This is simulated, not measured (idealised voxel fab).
Process module under the name voxel transistor to metal
cross-section cut | 170 nm wide | cells 5 nm
Notation: cross-section as square-cell grid; stated in bands, top first, going down; one or more cell rows per band.
Within each band entry, the heights of the top and of the bottom of the band appear first, in that order and in nm; the materials of the band then follow from left to right, each with its corresponding width in nm. The designation "all across" on a single material indicates that it fills the band from edge to edge; the designation "air" indicates empty space.
The level at which height equals 0 is the one under which the wafer, as it arrives, is entirely one material. No lower edge exists for the bottom band, which continues downward and is notated as in "top 0, no bottom".
A two-number width, for instance "30..40", indicates that the width is equal to the first number in the top row of the band and to the second number in the bottom row, and that it changes by a constant amount per row of cells.
Step note "no change" = no cross-section cell changed.
If an empty space has no open way to the top and is at least 8 cells in size, "Encapsulated voids" lists it, written width x height at distance, where distance is measured from the left edge and every value is in nm.
Anything after a step's settings on that line? It's the simulator's own note about the step.
overlay nm: step with mask; distance mask lay right of planned place; negative value = left of planned place.

## List of planned process steps
- 1: RECEIVE with material Si
- 2: OXIDIZE with depth nm 5
- 3: CONFORMAL_DEP with material SiN, thk nm 10
- 4: MASKED_ETCH with tone cover, mask id ACTIVE, width nm 125, etch materials SiN, depth nm 10, overlay nm 0
- 5: MASKED_ETCH with tone cover, mask id ACTIVE, width nm 125, etch materials SiO2, depth nm 5, overlay nm 0
- 6: MASKED_ETCH with tone cover, mask id ACTIVE, width nm 125, etch materials Si, depth nm 25, overlay nm 0
- 7: OXIDIZE with depth nm 5
- 8: FILL_DEP with material SiO2, thk nm 15
- 9: CMP with height nm 10
- 10: SELECTIVE_ETCH with etch materials SiO2, depth nm 5
- 11: STRIP with etch materials SiN
- 12: SELECTIVE_ETCH with etch materials SiO2, depth nm 5
- 13: OXIDIZE with depth nm 5
- 14: DIRECTIONAL_DEP with material polySi, thk nm 30
- 15: DIRECTIONAL_DEP with material SiCN, thk nm 10
- 16: MASKED_ETCH with tone cover, mask id GATE, width nm 25, etch materials SiCN, depth nm 20, overlay nm 0
- 17: MASKED_ETCH with tone cover, mask id GATE, width nm 25, etch materials polySi, depth nm 40, overlay nm 0
- 18: CONFORMAL_DEP with material SiO2, thk nm 5
- 19: DIRECTIONAL_ETCH with etch materials SiO2, depth nm 5
- 20: CONFORMAL_DEP with material SiN, thk nm 10
- 21: DIRECTIONAL_ETCH with etch materials SiN, depth nm 10
- 22: DIRECTIONAL_ETCH with etch materials SiO2, depth nm 5
- 23: DIRECTIONAL_ETCH with etch materials Si, depth nm 10
- 24: EPI with material pSi, thk nm 15
- 25: FILL_DEP with material SiO2, thk nm 5
- 26: CMP with height nm 35
- 27: DIRECTIONAL_DEP with material SiO2, thk nm 10
- 28: PATTERN with tone open, mask id CONTACT, material resist, width nm 35, pitch nm 70, thk nm 20, overlay nm 0
- 29: DIRECTIONAL_ETCH with etch materials SiO2, depth nm 40
- 30: STRIP with etch materials resist
- 31: CONFORMAL_DEP with material TiN, thk nm 5
- 32: FILL_DEP with material W, thk nm 10
- 33: CMP with height nm 45
- 34: CONFORMAL_DEP with material SiN, thk nm 5
- 35: DIRECTIONAL_DEP with material lowk, thk nm 25
- 36: DIRECTIONAL_DEP with material aC, thk nm 15
- 37: PATTERN with tone open, mask id METAL_1, material resist, width nm 20, pitch nm 85, thk nm 30, overlay nm 0
- 38: DIRECTIONAL_ETCH with etch materials aC, depth nm 15
- 39: STRIP with etch materials resist
- 40: DIRECTIONAL_ETCH with etch materials lowk, depth nm 25
- 41: DIRECTIONAL_ETCH with etch materials SiN, depth nm 5
- 42: STRIP with etch materials aC
- 43: CONFORMAL_DEP with material TiN, thk nm 5
- 44: FILL_DEP with material Ru, thk nm 5
- 45: CMP with height nm 75
- 46: CONFORMAL_DEP with material SiCN, thk nm 5
- 47: DIRECTIONAL_DEP with material lowk, thk nm 25
- 48: MASKED_ETCH with tone open, mask id METAL_2, width nm 20, pitch nm 85, etch materials lowk, depth nm 15, overlay nm 0
- 49: MASKED_ETCH with tone open, mask id METAL_2_HOLES, width nm 15, pitch nm 85, etch materials lowk, depth nm 10, overlay nm 0
- 50: MASKED_ETCH with tone open, mask id METAL_2_HOLES, width nm 15, pitch nm 85, etch materials SiCN, depth nm 5, overlay nm 0
- 51: CONFORMAL_DEP with material TiN, thk nm 5
- 52: FILL_DEP with material Cu, thk nm 10
- 53: CMP with height nm 105
- 54: CONFORMAL_DEP with material SiCN, thk nm 5
For this document, wafers share an identical start and vary in the step 18 thk nm; the plan quotes the first wafer's value.

## Cross-section: the first of several wafers in its as-received state, i.e. following step 1
* top 0, no bottom: Si all across
* Encapsulated voids: none

## Table: wafers, a row each; end-of-module cell change per material since receipt, gain (+), loss (-); then closed voids
thk nm 5; +14 Cu; +20 Ru; -143 Si; +72 SiCN; +62 SiN; +233 SiO2; +98 TiN; +46 W; +264 lowk; +52 pSi; +30 polySi; Encapsulated voids: none
thk nm 10; +14 Cu; +20 Ru; -123 Si; +72 SiCN; +58 SiN; +269 SiO2; +110 TiN; +34 W; +264 lowk; +30 polySi; Encapsulated voids: none
thk nm 15; +14 Cu; +20 Ru; -123 Si; +72 SiCN; +54 SiN; +277 SiO2; +120 TiN; +20 W; +264 lowk; +30 polySi; Encapsulated voids: none
thk nm 20; +14 Cu; +20 Ru; -123 Si; +72 SiCN; +48 SiN; +283 SiO2; +118 TiN; +22 W; +264 lowk; +30 polySi; Encapsulated voids: none
